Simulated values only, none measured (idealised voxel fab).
process module | voxel wiring stack
cross-section cut | 220 nm wide | cells 5 nm
A cross-section is a grid of square cells, given in bands from the top down. A band is one or more rows of cells.
Each band's line starts with the height of the band's top and of its bottom, in nm. Then come its materials from left to right, each with its width in nm. One material with "throughout" fills the band from edge to edge. "air" is empty space.
Height 0 is the level under which the wafer as received is all one material. The lowest band goes on downwards, as in "0 down".
A width such as "30 to 40" changes by the same amount from each row of cells to the next, from the band's top row to its bottom row.
"no change" after a step means that no cell of the cross-section changed.
closed voids: empty space of 8 cells or more with no open way to the top, each as width x height at its distance from the left edge, in nm
after a step's settings: what the simulator itself notes on the step
overlay nm, on a step with a mask: how far to the right of its planned place the mask lay; to the left if negative
plan
1 op RECEIVE | material Si
2 op CONFORMAL_DEP | material SiO2 | thk nm 15
3 op CONFORMAL_DEP | material SiN | thk nm 5
4 op DIRECTIONAL_DEP | material SiO2 | thk nm 15
5 op DIRECTIONAL_DEP | material aC | thk nm 15
6 op PATTERN | tone open | mask id METAL_1 | material resist | width nm 30 | pitch nm 45 | thk nm 30 | overlay nm 0
7 op DIRECTIONAL_ETCH | etch materials aC | depth nm 15
8 op STRIP | etch materials resist
9 op DIRECTIONAL_ETCH | etch materials SiO2 | depth nm 15
10 op DIRECTIONAL_ETCH | etch materials SiN | depth nm 5
11 op STRIP | etch materials aC
12 op CONFORMAL_DEP | material TiN | thk nm 5
13 op FILL_DEP | material Cu | thk nm 5
14 op CMP | height nm 35
15 op EPI | material Ru | thk nm 5
16 op FILL_DEP | material SiCN | thk nm 5
17 op DIRECTIONAL_DEP | material SiO2 | thk nm 30
18 op DIRECTIONAL_DEP | material aC | thk nm 10
19 op PATTERN | tone open | mask id METAL_2 | material resist | width nm 30 | pitch nm 45 | thk nm 25 | overlay nm 0
20 op DIRECTIONAL_ETCH | etch materials aC | depth nm 10
21 op STRIP | etch materials resist
22 op DIRECTIONAL_ETCH | etch materials SiO2 | depth nm 20
23 op STRIP | etch materials aC
24 op DIRECTIONAL_DEP | material aC | thk nm 10
25 op PATTERN | tone open | mask id METAL_2_HOLES | material resist | width nm 15 | pitch nm 45 | thk nm 30 | overlay nm 0
26 op DIRECTIONAL_ETCH | etch materials aC | depth nm 10
27 op STRIP | etch materials resist
28 op DIRECTIONAL_ETCH | etch materials SiO2 | depth nm 10
29 op DIRECTIONAL_ETCH | etch materials SiCN | depth nm 5
30 op STRIP | etch materials aC
31 op CONFORMAL_DEP | material TiN | thk nm 5
32 op FILL_DEP | material Cu | thk nm 5
33 op CMP | height nm 75
34 op CONFORMAL_DEP | material SiCN | thk nm 5
35 op DIRECTIONAL_DEP | material lowk | thk nm 30
36 op DIRECTIONAL_DEP | material aC | thk nm 10
37 op PATTERN | tone open | mask id METAL_3_HOLES | material resist | width nm 15 | pitch nm 90 | thk nm 25 | overlay nm 0
38 op DIRECTIONAL_ETCH | etch materials aC | depth nm 10
39 op STRIP | etch materials resist
40 op DIRECTIONAL_ETCH | etch materials lowk | depth nm 30
41 op STRIP | etch materials aC
42 op PATTERN | tone open | mask id METAL_3 | material resist | width nm 30 | pitch nm 45 | thk nm 20 | overlay nm 0
43 op DIRECTIONAL_ETCH | etch materials lowk | depth nm 20
44 op DIRECTIONAL_ETCH | etch materials SiCN | depth nm 5
45 op STRIP | etch materials resist
46 op CONFORMAL_DEP | material TiN | thk nm 5
47 op FILL_DEP | material Ru | thk nm 5
48 op CMP | height nm 110
49 op CONFORMAL_DEP | material SiCN | thk nm 5
50 op DIRECTIONAL_DEP | material lowk | thk nm 15
51 op DIRECTIONAL_DEP | material aC | thk nm 15
52 op PATTERN | tone open | mask id PLUG_3 | material resist | width nm 15 | pitch nm 45 | thk nm 30 | overlay nm 0
53 op DIRECTIONAL_ETCH | etch materials aC | depth nm 15
54 op STRIP | etch materials resist
55 op DIRECTIONAL_ETCH | etch materials lowk | depth nm 15
56 op DIRECTIONAL_ETCH | etch materials SiCN | depth nm 5
57 op STRIP | etch materials aC
58 op CONFORMAL_DEP | material TiN | thk nm 5
59 op FILL_DEP | material W | thk nm 5
60 op CMP | height nm 130
61 op DIRECTIONAL_DEP | material TiN | thk nm 5
62 op DIRECTIONAL_DEP | material W | thk nm 25
63 op PATTERN | tone cover | mask id METAL_4 | material resist | width nm 30 | pitch nm 45 | thk nm 15 | overlay nm 0
64 op DIRECTIONAL_ETCH | etch materials W | depth nm 25
65 op DIRECTIONAL_ETCH | etch materials TiN | depth nm 5
66 op STRIP | etch materials resist
67 op FILL_DEP | material SiO2 | thk nm 10
68 op CMP | height nm 160
69 op CONFORMAL_DEP | material SiN | thk nm 5
first wafer, as planned
as received, after step 1
  0 down: Si throughout
  closed voids: none
after step 2
  15 to 0: SiO2 throughout
  below 0: unchanged
after step 3
  20 to 15: SiN throughout
  below 15: unchanged
after step 4
  35 to 20: SiO2 throughout
  below 20: unchanged
after step 5
  50 to 35: aC throughout
  below 35: unchanged
after step 6
  80 to 50: resist 25 | air 30 | resist 15 | air 30 | resist 15 | air 30 | resist 15 | air 30 | resist 30
  below 50: unchanged
after step 7
  65 to 50: resist 25 | air 30 | resist 15 | air 30 | resist 15 | air 30 | resist 15 | air 30 | resist 30
  50 to 35: aC 25 | air 30 | aC 15 | air 30 | aC 15 | air 30 | aC 15 | air 30 | aC 30
  below 35: unchanged
after step 8
  50 to 35: aC 25 | air 30 | aC 15 | air 30 | aC 15 | air 30 | aC 15 | air 30 | aC 30
  below 35: unchanged
after step 9
  50 to 35: aC 25 | air 30 | aC 15 | air 30 | aC 15 | air 30 | aC 15 | air 30 | aC 30
  35 to 20: SiO2 25 | air 30 | SiO2 15 | air 30 | SiO2 15 | air 30 | SiO2 15 | air 30 | SiO2 30
  below 20: unchanged
after step 10
  50 to 35: aC 25 | air 30 | aC 15 | air 30 | aC 15 | air 30 | aC 15 | air 30 | aC 30
  35 to 20: SiO2 25 | air 30 | SiO2 15 | air 30 | SiO2 15 | air 30 | SiO2 15 | air 30 | SiO2 30
  20 to 15: SiN 25 | air 30 | SiN 15 | air 30 | SiN 15 | air 30 | SiN 15 | air 30 | SiN 30
  below 15: unchanged
after step 11
  35 to 20: SiO2 25 | air 30 | SiO2 15 | air 30 | SiO2 15 | air 30 | SiO2 15 | air 30 | SiO2 30
  below 20: unchanged
after step 12
  40 to 35: TiN 30 | air 20 | TiN 25 | air 20 | TiN 25 | air 20 | TiN 25 | air 20 | TiN 35
  35 to 20: SiO2 25 | TiN 5 | air 20 | TiN 5 | SiO2 15 | TiN 5 | air 20 | TiN 5 | SiO2 15 | TiN 5 | air 20 | TiN 5 | SiO2 15 | TiN 5 | air 20 | TiN 5 | SiO2 30
  20 to 15: SiN 25 | TiN 30 | SiN 15 | TiN 30 | SiN 15 | TiN 30 | SiN 15 | TiN 30 | SiN 30
  below 15: unchanged
after step 13
  45 to 40: Cu throughout
  40 to 35: TiN 30 | Cu 20 | TiN 25 | Cu 20 | TiN 25 | Cu 20 | TiN 25 | Cu 20 | TiN 35
  35 to 20: SiO2 25 | TiN 5 | Cu 20 | TiN 5 | SiO2 15 | TiN 5 | Cu 20 | TiN 5 | SiO2 15 | TiN 5 | Cu 20 | TiN 5 | SiO2 15 | TiN 5 | Cu 20 | TiN 5 | SiO2 30
  below 20: unchanged
after step 14
  35 to 20: SiO2 25 | TiN 5 | Cu 20 | TiN 5 | SiO2 15 | TiN 5 | Cu 20 | TiN 5 | SiO2 15 | TiN 5 | Cu 20 | TiN 5 | SiO2 15 | TiN 5 | Cu 20 | TiN 5 | SiO2 30
  below 20: unchanged
after step 15
  40 to 35: air 20 | Ru 40 | air 5 | Ru 40 | air 5 | Ru 40 | air 5 | Ru 40 | air 25
  below 35: unchanged
after step 16
  45 to 40: SiCN throughout
  40 to 35: SiCN 20 | Ru 40 | SiCN 5 | Ru 40 | SiCN 5 | Ru 40 | SiCN 5 | Ru 40 | SiCN 25
  below 35: unchanged
after step 17
  75 to 45: SiO2 throughout
  below 45: unchanged
after step 18
  85 to 75: aC throughout
  below 75: unchanged
after step 19
  110 to 85: resist 25 | air 30 | resist 15 | air 30 | resist 15 | air 30 | resist 15 | air 30 | resist 30
  below 85: unchanged
after step 20
  100 to 85: resist 25 | air 30 | resist 15 | air 30 | resist 15 | air 30 | resist 15 | air 30 | resist 30
  85 to 75: aC 25 | air 30 | aC 15 | air 30 | aC 15 | air 30 | aC 15 | air 30 | aC 30
  below 75: unchanged
after step 21
  85 to 75: aC 25 | air 30 | aC 15 | air 30 | aC 15 | air 30 | aC 15 | air 30 | aC 30
  below 75: unchanged
after step 22
  85 to 75: aC 25 | air 30 | aC 15 | air 30 | aC 15 | air 30 | aC 15 | air 30 | aC 30
  75 to 55: SiO2 25 | air 30 | SiO2 15 | air 30 | SiO2 15 | air 30 | SiO2 15 | air 30 | SiO2 30
  below 55: unchanged
after step 23
  75 to 55: SiO2 25 | air 30 | SiO2 15 | air 30 | SiO2 15 | air 30 | SiO2 15 | air 30 | SiO2 30
  below 55: unchanged
after step 24
  85 to 75: aC 25 | air 30 | aC 15 | air 30 | aC 15 | air 30 | aC 15 | air 30 | aC 30
  75 to 65: SiO2 25 | air 30 | SiO2 15 | air 30 | SiO2 15 | air 30 | SiO2 15 | air 30 | SiO2 30
  65 to 55: SiO2 25 | aC 30 | SiO2 15 | aC 30 | SiO2 15 | aC 30 | SiO2 15 | aC 30 | SiO2 30
  below 55: unchanged
after step 25
  115 to 85: resist 25 | air 15 | resist 30 | air 15 | resist 30 | air 15 | resist 30 | air 15 | resist 45
  85 to 75: aC 25 | air 15 | resist 15 | aC 15 | air 15 | resist 15 | aC 15 | air 15 | resist 15 | aC 15 | air 15 | resist 15 | aC 30
  75 to 65: SiO2 25 | air 15 | resist 15 | SiO2 15 | air 15 | resist 15 | SiO2 15 | air 15 | resist 15 | SiO2 15 | air 15 | resist 15 | SiO2 30
  below 65: unchanged
after step 26
  105 to 85: resist 25 | air 15 | resist 30 | air 15 | resist 30 | air 15 | resist 30 | air 15 | resist 45
  85 to 75: aC 25 | air 15 | resist 15 | aC 15 | air 15 | resist 15 | aC 15 | air 15 | resist 15 | aC 15 | air 15 | resist 15 | aC 30
  75 to 65: SiO2 25 | air 15 | resist 15 | SiO2 15 | air 15 | resist 15 | SiO2 15 | air 15 | resist 15 | SiO2 15 | air 15 | resist 15 | SiO2 30
  65 to 55: SiO2 25 | air 15 | aC 15 | SiO2 15 | air 15 | aC 15 | SiO2 15 | air 15 | aC 15 | SiO2 15 | air 15 | aC 15 | SiO2 30
  below 55: unchanged
after step 27
  85 to 75: aC 25 | air 30 | aC 15 | air 30 | aC 15 | air 30 | aC 15 | air 30 | aC 30
  75 to 65: SiO2 25 | air 30 | SiO2 15 | air 30 | SiO2 15 | air 30 | SiO2 15 | air 30 | SiO2 30
  below 65: unchanged
after step 28
  85 to 75: aC 25 | air 30 | aC 15 | air 30 | aC 15 | air 30 | aC 15 | air 30 | aC 30
  75 to 65: SiO2 25 | air 30 | SiO2 15 | air 30 | SiO2 15 | air 30 | SiO2 15 | air 30 | SiO2 30
  65 to 55: SiO2 25 | air 15 | aC 15 | SiO2 15 | air 15 | aC 15 | SiO2 15 | air 15 | aC 15 | SiO2 15 | air 15 | aC 15 | SiO2 30
  55 to 45: SiO2 25 | air 15 | SiO2 30 | air 15 | SiO2 30 | air 15 | SiO2 30 | air 15 | SiO2 45
  below 45: unchanged
after step 29
  85 to 75: aC 25 | air 30 | aC 15 | air 30 | aC 15 | air 30 | aC 15 | air 30 | aC 30
  75 to 65: SiO2 25 | air 30 | SiO2 15 | air 30 | SiO2 15 | air 30 | SiO2 15 | air 30 | SiO2 30
  65 to 55: SiO2 25 | air 15 | aC 15 | SiO2 15 | air 15 | aC 15 | SiO2 15 | air 15 | aC 15 | SiO2 15 | air 15 | aC 15 | SiO2 30
  55 to 45: SiO2 25 | air 15 | SiO2 30 | air 15 | SiO2 30 | air 15 | SiO2 30 | air 15 | SiO2 45
  45 to 40: SiCN 25 | air 15 | SiCN 30 | air 15 | SiCN 30 | air 15 | SiCN 30 | air 15 | SiCN 45
  below 40: unchanged
after step 30
  75 to 55: SiO2 25 | air 30 | SiO2 15 | air 30 | SiO2 15 | air 30 | SiO2 15 | air 30 | SiO2 30
  below 55: unchanged
after step 31
  80 to 75: TiN 30 | air 20 | TiN 25 | air 20 | TiN 25 | air 20 | TiN 25 | air 20 | TiN 35
  75 to 60: SiO2 25 | TiN 5 | air 20 | TiN 5 | SiO2 15 | TiN 5 | air 20 | TiN 5 | SiO2 15 | TiN 5 | air 20 | TiN 5 | SiO2 15 | TiN 5 | air 20 | TiN 5 | SiO2 30
  60 to 55: SiO2 25 | TiN 5 | air 5 | TiN 20 | SiO2 15 | TiN 5 | air 5 | TiN 20 | SiO2 15 | TiN 5 | air 5 | TiN 20 | SiO2 15 | TiN 5 | air 5 | TiN 20 | SiO2 30
  55 to 45: SiO2 25 | TiN 5 | air 5 | TiN 5 | SiO2 30 | TiN 5 | air 5 | TiN 5 | SiO2 30 | TiN 5 | air 5 | TiN 5 | SiO2 30 | TiN 5 | air 5 | TiN 5 | SiO2 45
  45 to 40: SiCN 25 | TiN 15 | SiCN 30 | TiN 15 | SiCN 30 | TiN 15 | SiCN 30 | TiN 15 | SiCN 45
  below 40: unchanged
after step 32
  85 to 80: Cu throughout
  80 to 75: TiN 30 | Cu 20 | TiN 25 | Cu 20 | TiN 25 | Cu 20 | TiN 25 | Cu 20 | TiN 35
  75 to 60: SiO2 25 | TiN 5 | Cu 20 | TiN 5 | SiO2 15 | TiN 5 | Cu 20 | TiN 5 | SiO2 15 | TiN 5 | Cu 20 | TiN 5 | SiO2 15 | TiN 5 | Cu 20 | TiN 5 | SiO2 30
  60 to 55: SiO2 25 | TiN 5 | Cu 5 | TiN 20 | SiO2 15 | TiN 5 | Cu 5 | TiN 20 | SiO2 15 | TiN 5 | Cu 5 | TiN 20 | SiO2 15 | TiN 5 | Cu 5 | TiN 20 | SiO2 30
  55 to 45: SiO2 25 | TiN 5 | Cu 5 | TiN 5 | SiO2 30 | TiN 5 | Cu 5 | TiN 5 | SiO2 30 | TiN 5 | Cu 5 | TiN 5 | SiO2 30 | TiN 5 | Cu 5 | TiN 5 | SiO2 45
  below 45: unchanged
after step 33
  75 to 60: SiO2 25 | TiN 5 | Cu 20 | TiN 5 | SiO2 15 | TiN 5 | Cu 20 | TiN 5 | SiO2 15 | TiN 5 | Cu 20 | TiN 5 | SiO2 15 | TiN 5 | Cu 20 | TiN 5 | SiO2 30
  below 60: unchanged
after step 34
  80 to 75: SiCN throughout
  below 75: unchanged
after step 35
  110 to 80: lowk throughout
  below 80: unchanged
after step 36
  120 to 110: aC throughout
  below 110: unchanged
after step 37
  145 to 120: resist 25 | air 15 | resist 75 | air 15 | resist 90
  below 120: unchanged
after step 38
  135 to 120: resist 25 | air 15 | resist 75 | air 15 | resist 90
  120 to 110: aC 25 | air 15 | aC 75 | air 15 | aC 90
  below 110: unchanged
after step 39
  120 to 110: aC 25 | air 15 | aC 75 | air 15 | aC 90
  below 110: unchanged
after step 40
  120 to 110: aC 25 | air 15 | aC 75 | air 15 | aC 90
  110 to 80: lowk 25 | air 15 | lowk 75 | air 15 | lowk 90
  below 80: unchanged
after step 41
  110 to 80: lowk 25 | air 15 | lowk 75 | air 15 | lowk 90
  below 80: unchanged
after step 42
  130 to 110: resist 25 | air 30 | resist 15 | air 30 | resist 15 | air 30 | resist 15 | air 30 | resist 30
  below 110: unchanged
after step 43
  130 to 110: resist 25 | air 30 | resist 15 | air 30 | resist 15 | air 30 | resist 15 | air 30 | resist 30
  110 to 90: lowk 25 | air 30 | lowk 15 | air 30 | lowk 15 | air 30 | lowk 15 | air 30 | lowk 30
  below 90: unchanged
after step 44
  130 to 110: resist 25 | air 30 | resist 15 | air 30 | resist 15 | air 30 | resist 15 | air 30 | resist 30
  110 to 90: lowk 25 | air 30 | lowk 15 | air 30 | lowk 15 | air 30 | lowk 15 | air 30 | lowk 30
  90 to 80: lowk 25 | air 15 | lowk 75 | air 15 | lowk 90
  80 to 75: SiCN 25 | air 15 | SiCN 75 | air 15 | SiCN 90
  below 75: unchanged
after step 45
  110 to 90: lowk 25 | air 30 | lowk 15 | air 30 | lowk 15 | air 30 | lowk 15 | air 30 | lowk 30
  below 90: unchanged
after step 46
  115 to 110: TiN 30 | air 20 | TiN 25 | air 20 | TiN 25 | air 20 | TiN 25 | air 20 | TiN 35
  110 to 95: lowk 25 | TiN 5 | air 20 | TiN 5 | lowk 15 | TiN 5 | air 20 | TiN 5 | lowk 15 | TiN 5 | air 20 | TiN 5 | lowk 15 | TiN 5 | air 20 | TiN 5 | lowk 30
  95 to 90: lowk 25 | TiN 5 | air 5 | TiN 20 | lowk 15 | TiN 30 | lowk 15 | TiN 5 | air 5 | TiN 20 | lowk 15 | TiN 30 | lowk 30
  90 to 80: lowk 25 | TiN 5 | air 5 | TiN 5 | lowk 75 | TiN 5 | air 5 | TiN 5 | lowk 90
  80 to 75: SiCN 25 | TiN 15 | SiCN 75 | TiN 15 | SiCN 90
  below 75: unchanged
after step 47
  120 to 115: Ru throughout
  115 to 110: TiN 30 | Ru 20 | TiN 25 | Ru 20 | TiN 25 | Ru 20 | TiN 25 | Ru 20 | TiN 35
  110 to 95: lowk 25 | TiN 5 | Ru 20 | TiN 5 | lowk 15 | TiN 5 | Ru 20 | TiN 5 | lowk 15 | TiN 5 | Ru 20 | TiN 5 | lowk 15 | TiN 5 | Ru 20 | TiN 5 | lowk 30
  95 to 90: lowk 25 | TiN 5 | Ru 5 | TiN 20 | lowk 15 | TiN 30 | lowk 15 | TiN 5 | Ru 5 | TiN 20 | lowk 15 | TiN 30 | lowk 30
  90 to 80: lowk 25 | TiN 5 | Ru 5 | TiN 5 | lowk 75 | TiN 5 | Ru 5 | TiN 5 | lowk 90
  below 80: unchanged
after step 48
  110 to 95: lowk 25 | TiN 5 | Ru 20 | TiN 5 | lowk 15 | TiN 5 | Ru 20 | TiN 5 | lowk 15 | TiN 5 | Ru 20 | TiN 5 | lowk 15 | TiN 5 | Ru 20 | TiN 5 | lowk 30
  below 95: unchanged
after step 49
  115 to 110: SiCN throughout
  below 110: unchanged
after step 50
  130 to 115: lowk throughout
  below 115: unchanged
after step 51
  145 to 130: aC throughout
  below 130: unchanged
after step 52
  175 to 145: resist 25 | air 15 | resist 30 | air 15 | resist 30 | air 15 | resist 30 | air 15 | resist 45
  below 145: unchanged
after step 53
  160 to 145: resist 25 | air 15 | resist 30 | air 15 | resist 30 | air 15 | resist 30 | air 15 | resist 45
  145 to 130: aC 25 | air 15 | aC 30 | air 15 | aC 30 | air 15 | aC 30 | air 15 | aC 45
  below 130: unchanged
after step 54
  145 to 130: aC 25 | air 15 | aC 30 | air 15 | aC 30 | air 15 | aC 30 | air 15 | aC 45
  below 130: unchanged
after step 55
  145 to 130: aC 25 | air 15 | aC 30 | air 15 | aC 30 | air 15 | aC 30 | air 15 | aC 45
  130 to 115: lowk 25 | air 15 | lowk 30 | air 15 | lowk 30 | air 15 | lowk 30 | air 15 | lowk 45
  below 115: unchanged
after step 56
  145 to 130: aC 25 | air 15 | aC 30 | air 15 | aC 30 | air 15 | aC 30 | air 15 | aC 45
  130 to 115: lowk 25 | air 15 | lowk 30 | air 15 | lowk 30 | air 15 | lowk 30 | air 15 | lowk 45
  115 to 110: SiCN 25 | air 15 | SiCN 30 | air 15 | SiCN 30 | air 15 | SiCN 30 | air 15 | SiCN 45
  below 110: unchanged
after step 57
  130 to 115: lowk 25 | air 15 | lowk 30 | air 15 | lowk 30 | air 15 | lowk 30 | air 15 | lowk 45
  below 115: unchanged
after step 58
  135 to 130: TiN 30 | air 5 | TiN 40 | air 5 | TiN 40 | air 5 | TiN 40 | air 5 | TiN 50
  130 to 115: lowk 25 | TiN 5 | air 5 | TiN 5 | lowk 30 | TiN 5 | air 5 | TiN 5 | lowk 30 | TiN 5 | air 5 | TiN 5 | lowk 30 | TiN 5 | air 5 | TiN 5 | lowk 45
  115 to 110: SiCN 25 | TiN 15 | SiCN 30 | TiN 15 | SiCN 30 | TiN 15 | SiCN 30 | TiN 15 | SiCN 45
  below 110: unchanged
after step 59
  140 to 135: W throughout
  135 to 130: TiN 30 | W 5 | TiN 40 | W 5 | TiN 40 | W 5 | TiN 40 | W 5 | TiN 50
  130 to 115: lowk 25 | TiN 5 | W 5 | TiN 5 | lowk 30 | TiN 5 | W 5 | TiN 5 | lowk 30 | TiN 5 | W 5 | TiN 5 | lowk 30 | TiN 5 | W 5 | TiN 5 | lowk 45
  below 115: unchanged
after step 60
  130 to 115: lowk 25 | TiN 5 | W 5 | TiN 5 | lowk 30 | TiN 5 | W 5 | TiN 5 | lowk 30 | TiN 5 | W 5 | TiN 5 | lowk 30 | TiN 5 | W 5 | TiN 5 | lowk 45
  below 115: unchanged
after step 61
  135 to 130: TiN throughout
  below 130: unchanged
after step 62
  160 to 135: W throughout
  below 135: unchanged
after step 63
  175 to 160: air 25 | resist 30 | air 15 | resist 30 | air 15 | resist 30 | air 15 | resist 30 | air 30
  below 160: unchanged
after step 64
  175 to 160: air 25 | resist 30 | air 15 | resist 30 | air 15 | resist 30 | air 15 | resist 30 | air 30
  160 to 135: air 25 | W 30 | air 15 | W 30 | air 15 | W 30 | air 15 | W 30 | air 30
  below 135: unchanged
after step 65
  175 to 160: air 25 | resist 30 | air 15 | resist 30 | air 15 | resist 30 | air 15 | resist 30 | air 30
  160 to 135: air 25 | W 30 | air 15 | W 30 | air 15 | W 30 | air 15 | W 30 | air 30
  135 to 130: air 25 | TiN 30 | air 15 | TiN 30 | air 15 | TiN 30 | air 15 | TiN 30 | air 30
  below 130: unchanged
after step 66
  160 to 135: air 25 | W 30 | air 15 | W 30 | air 15 | W 30 | air 15 | W 30 | air 30
  below 135: unchanged
after step 67
  170 to 160: SiO2 throughout
  160 to 135: SiO2 25 | W 30 | SiO2 15 | W 30 | SiO2 15 | W 30 | SiO2 15 | W 30 | SiO2 30
  135 to 130: SiO2 25 | TiN 30 | SiO2 15 | TiN 30 | SiO2 15 | TiN 30 | SiO2 15 | TiN 30 | SiO2 30
  below 130: unchanged
after step 68
  160 to 135: SiO2 25 | W 30 | SiO2 15 | W 30 | SiO2 15 | W 30 | SiO2 15 | W 30 | SiO2 30
  below 135: unchanged
after step 69
  165 to 160: SiN throughout
  below 160: unchanged
second wafer: like start, like plan, one mistake. Through step 34 it matches the first wafer
when step 35 should have ended
  140 to 80: lowk throughout
  below 80: unchanged
when step 36 should have ended
  150 to 140: aC throughout
  below 140: unchanged
when step 37 should have ended
  175 to 150: resist 25 | air 15 | resist 75 | air 15 | resist 90
  below 150: unchanged
when step 38 should have ended
  165 to 150: resist 25 | air 15 | resist 75 | air 15 | resist 90
  150 to 140: aC 25 | air 15 | aC 75 | air 15 | aC 90
  below 140: unchanged
when step 39 should have ended
  150 to 140: aC 25 | air 15 | aC 75 | air 15 | aC 90
  below 140: unchanged
when step 40 should have ended
  150 to 140: aC 25 | air 15 | aC 75 | air 15 | aC 90
  140 to 110: lowk 25 | air 15 | lowk 75 | air 15 | lowk 90
  below 110: unchanged
when step 41 should have ended
  140 to 110: lowk 25 | air 15 | lowk 75 | air 15 | lowk 90
  below 110: unchanged
when step 42 should have ended
  160 to 140: resist 25 | air 30 | resist 15 | air 30 | resist 15 | air 30 | resist 15 | air 30 | resist 30
  below 140: unchanged
when step 43 should have ended
  160 to 140: resist 25 | air 30 | resist 15 | air 30 | resist 15 | air 30 | resist 15 | air 30 | resist 30
  140 to 120: lowk 25 | air 30 | lowk 15 | air 30 | lowk 15 | air 30 | lowk 15 | air 30 | lowk 30
  120 to 90: lowk 25 | air 15 | lowk 75 | air 15 | lowk 90
  below 90: unchanged
when step 44 should have ended: no change
when step 45 should have ended
  140 to 120: lowk 25 | air 30 | lowk 15 | air 30 | lowk 15 | air 30 | lowk 15 | air 30 | lowk 30
  below 120: unchanged
when step 46 should have ended
  145 to 140: TiN 30 | air 20 | TiN 25 | air 20 | TiN 25 | air 20 | TiN 25 | air 20 | TiN 35
  140 to 125: lowk 25 | TiN 5 | air 20 | TiN 5 | lowk 15 | TiN 5 | air 20 | TiN 5 | lowk 15 | TiN 5 | air 20 | TiN 5 | lowk 15 | TiN 5 | air 20 | TiN 5 | lowk 30
  125 to 120: lowk 25 | TiN 5 | air 5 | TiN 20 | lowk 15 | TiN 30 | lowk 15 | TiN 5 | air 5 | TiN 20 | lowk 15 | TiN 30 | lowk 30
  120 to 95: lowk 25 | TiN 5 | air 5 | TiN 5 | lowk 75 | TiN 5 | air 5 | TiN 5 | lowk 90
  95 to 90: lowk 25 | TiN 15 | lowk 75 | TiN 15 | lowk 90
  below 90: unchanged
when step 47 should have ended
  150 to 145: Ru throughout
  145 to 140: TiN 30 | Ru 20 | TiN 25 | Ru 20 | TiN 25 | Ru 20 | TiN 25 | Ru 20 | TiN 35
  140 to 125: lowk 25 | TiN 5 | Ru 20 | TiN 5 | lowk 15 | TiN 5 | Ru 20 | TiN 5 | lowk 15 | TiN 5 | Ru 20 | TiN 5 | lowk 15 | TiN 5 | Ru 20 | TiN 5 | lowk 30
  125 to 120: lowk 25 | TiN 5 | Ru 5 | TiN 20 | lowk 15 | TiN 30 | lowk 15 | TiN 5 | Ru 5 | TiN 20 | lowk 15 | TiN 30 | lowk 30
  120 to 95: lowk 25 | TiN 5 | Ru 5 | TiN 5 | lowk 75 | TiN 5 | Ru 5 | TiN 5 | lowk 90
  below 95: unchanged
when step 48 should have ended
  110 to 95: lowk 25 | TiN 5 | Ru 5 | TiN 5 | lowk 75 | TiN 5 | Ru 5 | TiN 5 | lowk 90
  below 95: unchanged
when step 49 should have ended
  115 to 110: SiCN throughout
  below 110: unchanged
when step 50 should have ended
  130 to 115: lowk throughout
  below 115: unchanged
when step 51 should have ended
  145 to 130: aC throughout
  below 130: unchanged
when step 52 should have ended
  175 to 145: resist 25 | air 15 | resist 30 | air 15 | resist 30 | air 15 | resist 30 | air 15 | resist 45
  below 145: unchanged
when step 53 should have ended
  160 to 145: resist 25 | air 15 | resist 30 | air 15 | resist 30 | air 15 | resist 30 | air 15 | resist 45
  145 to 130: aC 25 | air 15 | aC 30 | air 15 | aC 30 | air 15 | aC 30 | air 15 | aC 45
  below 130: unchanged
when step 54 should have ended
  145 to 130: aC 25 | air 15 | aC 30 | air 15 | aC 30 | air 15 | aC 30 | air 15 | aC 45
  below 130: unchanged
when step 55 should have ended
  145 to 130: aC 25 | air 15 | aC 30 | air 15 | aC 30 | air 15 | aC 30 | air 15 | aC 45
  130 to 115: lowk 25 | air 15 | lowk 30 | air 15 | lowk 30 | air 15 | lowk 30 | air 15 | lowk 45
  below 115: unchanged
when step 56 should have ended
  145 to 130: aC 25 | air 15 | aC 30 | air 15 | aC 30 | air 15 | aC 30 | air 15 | aC 45
  130 to 115: lowk 25 | air 15 | lowk 30 | air 15 | lowk 30 | air 15 | lowk 30 | air 15 | lowk 45
  115 to 110: SiCN 25 | air 15 | SiCN 30 | air 15 | SiCN 30 | air 15 | SiCN 30 | air 15 | SiCN 45
  below 110: unchanged
when step 57 should have ended
  130 to 115: lowk 25 | air 15 | lowk 30 | air 15 | lowk 30 | air 15 | lowk 30 | air 15 | lowk 45
  below 115: unchanged
when step 58 should have ended
  135 to 130: TiN 30 | air 5 | TiN 40 | air 5 | TiN 40 | air 5 | TiN 40 | air 5 | TiN 50
  130 to 115: lowk 25 | TiN 5 | air 5 | TiN 5 | lowk 30 | TiN 5 | air 5 | TiN 5 | lowk 30 | TiN 5 | air 5 | TiN 5 | lowk 30 | TiN 5 | air 5 | TiN 5 | lowk 45
  115 to 110: SiCN 25 | TiN 15 | SiCN 30 | TiN 15 | SiCN 30 | TiN 15 | SiCN 30 | TiN 15 | SiCN 45
  below 110: unchanged
when step 59 should have ended
  140 to 135: W throughout
  135 to 130: TiN 30 | W 5 | TiN 40 | W 5 | TiN 40 | W 5 | TiN 40 | W 5 | TiN 50
  130 to 115: lowk 25 | TiN 5 | W 5 | TiN 5 | lowk 30 | TiN 5 | W 5 | TiN 5 | lowk 30 | TiN 5 | W 5 | TiN 5 | lowk 30 | TiN 5 | W 5 | TiN 5 | lowk 45
  below 115: unchanged
when step 60 should have ended
  130 to 115: lowk 25 | TiN 5 | W 5 | TiN 5 | lowk 30 | TiN 5 | W 5 | TiN 5 | lowk 30 | TiN 5 | W 5 | TiN 5 | lowk 30 | TiN 5 | W 5 | TiN 5 | lowk 45
  below 115: unchanged
when step 61 should have ended
  135 to 130: TiN throughout
  below 130: unchanged
when step 62 should have ended
  160 to 135: W throughout
  below 135: unchanged
when step 63 should have ended
  175 to 160: air 25 | resist 30 | air 15 | resist 30 | air 15 | resist 30 | air 15 | resist 30 | air 30
  below 160: unchanged
when step 64 should have ended
  175 to 160: air 25 | resist 30 | air 15 | resist 30 | air 15 | resist 30 | air 15 | resist 30 | air 30
  160 to 135: air 25 | W 30 | air 15 | W 30 | air 15 | W 30 | air 15 | W 30 | air 30
  below 135: unchanged
when step 65 should have ended
  175 to 160: air 25 | resist 30 | air 15 | resist 30 | air 15 | resist 30 | air 15 | resist 30 | air 30
  160 to 135: air 25 | W 30 | air 15 | W 30 | air 15 | W 30 | air 15 | W 30 | air 30
  135 to 130: air 25 | TiN 30 | air 15 | TiN 30 | air 15 | TiN 30 | air 15 | TiN 30 | air 30
  below 130: unchanged
when step 66 should have ended
  160 to 135: air 25 | W 30 | air 15 | W 30 | air 15 | W 30 | air 15 | W 30 | air 30
  below 135: unchanged
when step 67 should have ended
  170 to 160: SiO2 throughout
  160 to 135: SiO2 25 | W 30 | SiO2 15 | W 30 | SiO2 15 | W 30 | SiO2 15 | W 30 | SiO2 30
  135 to 130: SiO2 25 | TiN 30 | SiO2 15 | TiN 30 | SiO2 15 | TiN 30 | SiO2 15 | TiN 30 | SiO2 30
  below 130: unchanged
when step 68 should have ended
  160 to 135: SiO2 25 | W 30 | SiO2 15 | W 30 | SiO2 15 | W 30 | SiO2 15 | W 30 | SiO2 30
  below 135: unchanged
when step 69 should have ended
  165 to 160: SiN throughout
  below 160: unchanged
what went wrong: step 35 was run twice
at the end the second wafer has, in cells: 48 fewer of Ru | 6 more of SiCN | 42 fewer of TiN | 84 more of lowk
